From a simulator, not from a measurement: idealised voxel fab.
You're looking at the process module voxel self aligned vias.
Section shown: cut. Width: 225 nm. Cell size: 5 nm, square.
Reading order for cross-sections: top band down to bottom band. Underlying form: a grid of square cells. Band size: one or more rows of cells.
The band entry comprises the height of the band's top followed by the height of its bottom, expressed in nm, and subsequently the band's materials from left to right, each stated together with its width in nm. Where a single material is marked with the word "edge to edge", that material fills the band from edge to edge. The word "air" represents empty space.
Heights from 0 (as-received wafer is one material below). Bottom band endless downward, as "z 0 and below".
Think of "30->40" as a width that walks from the first number to the second as you go down the band, top row to bottom row, taking equal-sized steps from row to row.
Take "same as before" at face value: in the step it is given for, the cross-section changed in none of its cells.
Enclosed voids (no open way to top), threshold 8 cells or more, entry "Sealed-off cavities", notation width x height at distance, distance from left edge, nm.
Read whatever lies past the settings on a step's line as the simulator's own remark about the step.
overlay nm: step with mask; distance mask lay right of planned place; negative value = left of planned place.
-- Below is the list of planned process steps
1) RECEIVE,material Si
2) CONFORMAL_DEP,material SiO2,thk nm 15
3) CONFORMAL_DEP,material SiCN,thk nm 5
4) DIRECTIONAL_DEP,material SiO2,thk nm 30
5) DIRECTIONAL_DEP,material aC,thk nm 15
6) PATTERN,tone open,mask id LINES,material resist,width nm 20,pitch nm 55,thk nm 30,overlay nm 0
7) DIRECTIONAL_ETCH,etch materials aC,depth nm 15
8) STRIP,etch materials resist
9) DIRECTIONAL_ETCH,etch materials SiO2,depth nm 30
10) STRIP,etch materials aC
11) CONFORMAL_DEP,material TiN,thk nm 5
12) FILL_DEP,material Ru,thk nm 5
13) CMP,height nm 50
14) SELECTIVE_ETCH,etch materials W Ru TiN,depth nm 5
15) FILL_DEP,material SiN,thk nm 10
16) CMP,height nm 50
17) DIRECTIONAL_DEP,material SiO2,thk nm 15
18) PATTERN,tone open,mask id VIAS,material resist,width nm 40,pitch nm 55,thk nm 15,overlay nm 0
19) DIRECTIONAL_ETCH,etch materials SiO2,depth nm 15
20) DIRECTIONAL_ETCH,etch materials SiN,depth nm 5
21) STRIP,etch materials resist
22) CONFORMAL_DEP,material TiN,thk nm 5
23) FILL_DEP,material Cu,thk nm 5
24) CMP,height nm 65
25) CONFORMAL_DEP,material SiN,thk nm 5
-- as received, after step 1
* z 0 and below  Si edge to edge
* Sealed-off cavities: none
-- First wafer of two, sectioned at end of module; run went per plan
* z 70 to 65  SiN edge to edge
* z 65 to 55  65 SiO2; 5 TiN; 30 Cu; 5 TiN; 15 SiO2; 5 TiN; 30 Cu; 5 TiN; 65 SiO2
* z 55 to 50  65 SiO2; 15 TiN; 10 Cu; 15 TiN; 15 SiO2; 15 TiN; 10 Cu; 15 TiN; 65 SiO2
* z 50 to 45  75 SiO2; 20 TiN; 35 SiO2; 20 TiN; 75 SiO2
* z 45 to 25  75 SiO2; 5 TiN; 10 Ru; 5 TiN; 35 SiO2; 5 TiN; 10 Ru; 5 TiN; 75 SiO2
* z 25 to 20  75 SiO2; 20 TiN; 35 SiO2; 20 TiN; 75 SiO2
* z 20 to 15  SiCN edge to edge
* z 15 to 0  SiO2 edge to edge
* z 0 and below  Si edge to edge
* Sealed-off cavities: none
-- Cross-section, wafer two of two, end of module: same start and plan as wafer one, one error in execution
* z 70 to 65  SiN edge to edge
* z 65 to 55  65 SiO2; 5 TiN; 30 Cu; 5 TiN; 15 SiO2; 5 TiN; 30 Cu; 5 TiN; 65 SiO2
* z 55 to 50  65 SiO2; 20 TiN; 10 Cu; 10 TiN; 15 SiO2; 20 TiN; 10 Cu; 10 TiN; 65 SiO2
* z 50 to 45  80 SiO2; 20 TiN; 35 SiO2; 20 TiN; 70 SiO2
* z 45 to 25  80 SiO2; 5 TiN; 10 Ru; 5 TiN; 35 SiO2; 5 TiN; 10 Ru; 5 TiN; 70 SiO2
* z 25 to 20  80 SiO2; 20 TiN; 35 SiO2; 20 TiN; 70 SiO2
* z 20 to 15  SiCN edge to edge
* z 15 to 0  SiO2 edge to edge
* z 0 and below  Si edge to edge
* Sealed-off cavities: none
Here's what went sideways: note that step 6 departed from the planned setting and was carried out as PATTERN,tone open,mask id LINES,material resist,width nm 20,pitch nm 55,thk nm 30,overlay nm 5
Cell counts per material: same on both final wafers. Positions: different.
